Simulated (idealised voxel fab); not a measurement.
process module | voxel self aligned vias
cross-section cut | 275 nm wide | cells 5 nm
A cross-section is a grid of square cells, given in bands from the top down. A band is one or more rows of cells.
Each band's line starts with the height of the band's top and of its bottom, in nm. Then come its materials from left to right, each with its width in nm. One material with "throughout" fills the band from edge to edge. "air" is empty space.
Height 0 is the level under which the wafer as received is all one material. The lowest band goes on downwards, as in "0 down".
A width such as "30 to 40" changes by the same amount from each row of cells to the next, from the band's top row to its bottom row.
"no change" after a step means that no cell of the cross-section changed.
closed voids: empty space of 8 cells or more with no open way to the top, each as width x height at its distance from the left edge, in nm
after a step's settings: what the simulator itself notes on the step
overlay nm, on a step with a mask: how far to the right of its planned place the mask lay; to the left if negative
plan
1 op RECEIVE | material Si
2 op CONFORMAL_DEP | material SiO2 | thk nm 15
3 op CONFORMAL_DEP | material SiCN | thk nm 5
4 op DIRECTIONAL_DEP | material SiO2 | thk nm 20
5 op PATTERN | tone open | mask id LINES | material resist | width nm 20 | pitch nm 55 | thk nm 15 | overlay nm 0
6 op DIRECTIONAL_ETCH | etch materials SiO2 | depth nm 20
7 op STRIP | etch materials resist
8 op CONFORMAL_DEP | material TiN | thk nm 5
9 op FILL_DEP | material Ru | thk nm 5
10 op CMP | height nm 40
11 op SELECTIVE_ETCH | etch materials W Ru TiN | depth nm 10
12 op FILL_DEP | material SiN | thk nm 5
13 op CMP | height nm 40
14 op DIRECTIONAL_DEP | material SiO2 | thk nm 15
15 op MASKED_ETCH | tone open | mask id VIAS | width nm 30 | pitch nm 55 | etch materials SiO2 | depth nm 15 | overlay nm 0
16 op MASKED_ETCH | tone open | mask id VIAS | width nm 30 | pitch nm 55 | etch materials SiN | depth nm 10 | overlay nm 0
17 op CONFORMAL_DEP | material TiN | thk nm 5
18 op FILL_DEP | material W | thk nm 5
19 op CMP | height nm 55
20 op CONFORMAL_DEP | material SiCN | thk nm 5
as received, after step 1
  0 down: Si throughout
  closed voids: none
first wafer at the end, as planned
  60 to 55: SiCN throughout
  55 to 45: SiO2 65 | TiN 5 | W 20 | TiN 5 | SiO2 25 | TiN 5 | W 20 | TiN 5 | SiO2 25 | TiN 5 | W 20 | TiN 5 | SiO2 70
  45 to 35: SiO2 65 to 70 | TiN 10 to 5 | W 10 | TiN 10 to 5 | SiO2 25 to 35 | TiN 10 to 5 | W 10 | TiN 10 to 5 | SiO2 25 to 35 | TiN 10 to 5 | W 10 | TiN 10 to 5 | SiO2 70 to 75
  35 to 30: SiO2 70 | TiN 20 | SiO2 35 | TiN 20 | SiO2 35 | TiN 20 | SiO2 75
  30 to 25: SiO2 70 | TiN 5 | Ru 10 | TiN 5 | SiO2 35 | TiN 5 | Ru 10 | TiN 5 | SiO2 35 | TiN 5 | Ru 10 | TiN 5 | SiO2 75
  25 to 20: SiO2 70 | TiN 20 | SiO2 35 | TiN 20 | SiO2 35 | TiN 20 | SiO2 75
  20 to 15: SiCN throughout
  15 to 0: SiO2 throughout
  0 down: Si throughout
  closed voids: none
second wafer at the end: like start, like plan, one mistake
  60 to 55: SiCN throughout
  55 to 45: SiO2 75 | TiN 5 | W 20 | TiN 5 | SiO2 25 | TiN 5 | W 20 | TiN 5 | SiO2 25 | TiN 5 | W 20 | TiN 5 | SiO2 60
  45 to 40: SiO2 75 | TiN 5 | W 5 | TiN 20 | SiO2 25 | TiN 5 | W 5 | TiN 20 | SiO2 25 | TiN 5 | W 5 | TiN 20 | SiO2 60
  40 to 35: SiO2 70 | SiN 5 | TiN 5 | W 5 | TiN 5 | SiO2 35 | SiN 5 | TiN 5 | W 5 | TiN 5 | SiO2 35 | SiN 5 | TiN 5 | W 5 | TiN 5 | SiO2 75
  35 to 30: SiO2 70 | SiN 5 | TiN 15 | SiO2 35 | SiN 5 | TiN 15 | SiO2 35 | SiN 5 | TiN 15 | SiO2 75
  30 to 25: SiO2 70 | TiN 5 | Ru 10 | TiN 5 | SiO2 35 | TiN 5 | Ru 10 | TiN 5 | SiO2 35 | TiN 5 | Ru 10 | TiN 5 | SiO2 75
  25 to 20: SiO2 70 | TiN 20 | SiO2 35 | TiN 20 | SiO2 35 | TiN 20 | SiO2 75
  20 to 15: SiCN throughout
  15 to 0: SiO2 throughout
  0 down: Si throughout
  closed voids: none
what went wrong: step 15 ran as: op MASKED_ETCH | tone open | mask id VIAS | width nm 30 | pitch nm 55 | etch materials SiO2 | depth nm 15 | overlay nm 10
at the end the second wafer has, in cells: 6 more of SiN | 6 fewer of W
